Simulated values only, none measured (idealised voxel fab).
Presented below is a process module, voxel released beams.
In the cross-section labelled cut, the width is 250 nm and each square cell is 5 nm.
Bands, listed from the top down, are how a cross-section gets written in this document; the cross-section itself is a grid of square cells, and a band is one or more rows of them.
The band entry comprises the height of the band's top followed by the height of its bottom, expressed in nm, and subsequently the band's materials from left to right, each stated together with its width in nm. Where a single material is marked with the word "all across", that material fills the band from edge to edge. The word "air" represents empty space.
Basically, 0 is our baseline, since under it the wafer straight out of the box is all one material. The bottom band has no lower end and keeps on going down, so it looks like "0 and below".
The notation "30->40" denotes a width that varies across the rows of cells in the band, beginning at the first number in the top row, finishing at the second number in the bottom row, and changing by an identical amount from each row to the next.
Key: "no change occurred" - step with no changed cell in the cross-section.
"Enclosed void inventory" enumerates empty spaces isolated from the top, with no open way to it, that contain at least 8 cells, giving each as width x height at distance from the left edge, all three in nm.
Whatever follows a step's settings on its line is a remark the simulator itself makes about that step.
If you see "overlay nm" on a step's line and that step has a mask, it's telling you how far right of where it was planned the mask ended up; a negative number means it went left instead.

Plan
1: RECEIVE with material Si
2: CONFORMAL_DEP with material Al2O3, thk nm 5
3: DIRECTIONAL_DEP with material SiO2, thk nm 10
4: PATTERN with tone open, mask id ANCHOR, material resist, width nm 30, thk nm 15, overlay nm 0
5: DIRECTIONAL_ETCH with etch materials SiO2, depth nm 10
6: STRIP with etch materials resist
7: CONFORMAL_DEP with material SiN, thk nm 10
8: PATTERN with tone cover, mask id BEAM, material resist, width nm 100, thk nm 15, overlay nm 0
9: DIRECTIONAL_ETCH with etch materials SiN, depth nm 10
10: STRIP with etch materials resist
11: STRIP with etch materials SiO2

First of two wafers, with the run carried out as planned

As received, after step 1
0 and below | Si all across
Enclosed void inventory: none

Cross-section through the wafer, step 2 finished
5 down to 0 | Al2O3 all across
Below 0, the layers are the same as they were.

Cross-section through the wafer, step 3 finished
15 down to 5 | SiO2 all across
Below 5, the layers are the same as they were.

Cross-section through the wafer, step 4 finished
30 down to 15 | resist 75, air 30, resist 145
Below 15, the layers are the same as they were.

Cross-section through the wafer, step 5 finished
30 down to 15 | resist 75, air 30, resist 145
15 down to 5 | SiO2 75, air 30, SiO2 145
Below 5, the layers are the same as they were.

Cross-section through the wafer, step 6 finished
15 down to 5 | SiO2 75, air 30, SiO2 145
Below 5, the layers are the same as they were.

Cross-section through the wafer, step 7 finished
25 down to 15 | SiN 85, air 10, SiN 155
15 down to 5 | SiO2 75, SiN 30, SiO2 145
Below 5, the layers are the same as they were.

Cross-section through the wafer, step 8 finished
40 down to 25 | air 70, resist 100, air 80
25 down to 15 | SiN 85, resist 10, SiN 155
Below 15, the layers are the same as they were.

Cross-section through the wafer, step 9 finished
40 down to 25 | air 70, resist 100, air 80
25 down to 15 | air 70, SiN 15, resist 10, SiN 75, air 80
Below 15, the layers are the same as they were.

Cross-section through the wafer, step 10 finished
25 down to 15 | air 70, SiN 15, air 10, SiN 75, air 80
Below 15, the layers are the same as they were.

Cross-section through the wafer, step 11 finished
25 down to 15 | air 70, SiN 15, air 10, SiN 75, air 80
15 down to 5 | air 75, SiN 30, air 145
Below 5, the layers are the same as they were.

Wafer two. Identical start, identical plan. One mistake in execution. Identical history through step 1

Second wafer shown in cross-section at the time step 2 was slated to end: no change occurred

Second wafer shown in cross-section at the time step 3 was slated to end
10 down to 0 | SiO2 all across
Below 0, the layers are the same as they were.

Second wafer shown in cross-section at the time step 4 was slated to end
25 down to 10 | resist 75, air 30, resist 145
Below 10, the layers are the same as they were.

Second wafer shown in cross-section at the time step 5 was slated to end
25 down to 10 | resist 75, air 30, resist 145
10 down to 0 | SiO2 75, air 30, SiO2 145
Below 0, the layers are the same as they were.

Second wafer shown in cross-section at the time step 6 was slated to end
10 down to 0 | SiO2 75, air 30, SiO2 145
Below 0, the layers are the same as they were.

Second wafer shown in cross-section at the time step 7 was slated to end
20 down to 10 | SiN 85, air 10, SiN 155
10 down to 0 | SiO2 75, SiN 30, SiO2 145
Below 0, the layers are the same as they were.

Second wafer shown in cross-section at the time step 8 was slated to end
35 down to 20 | air 70, resist 100, air 80
20 down to 10 | SiN 85, resist 10, SiN 155
Below 10, the layers are the same as they were.

Second wafer shown in cross-section at the time step 9 was slated to end
35 down to 20 | air 70, resist 100, air 80
20 down to 10 | air 70, SiN 15, resist 10, SiN 75, air 80
Below 10, the layers are the same as they were.

Second wafer shown in cross-section at the time step 10 was slated to end
20 down to 10 | air 70, SiN 15, air 10, SiN 75, air 80
Below 10, the layers are the same as they were.

Second wafer shown in cross-section at the time step 11 was slated to end
20 down to 10 | air 70, SiN 15, air 10, SiN 75, air 80
10 down to 0 | air 75, SiN 30, air 145
Below 0, the layers are the same as they were.
Processing error: it should be noted that step 2 of the plan was omitted and was not performed
In the final state, the cell counts of the second wafer exceed or fall short of those of the first for the following materials: -50 Al2O3
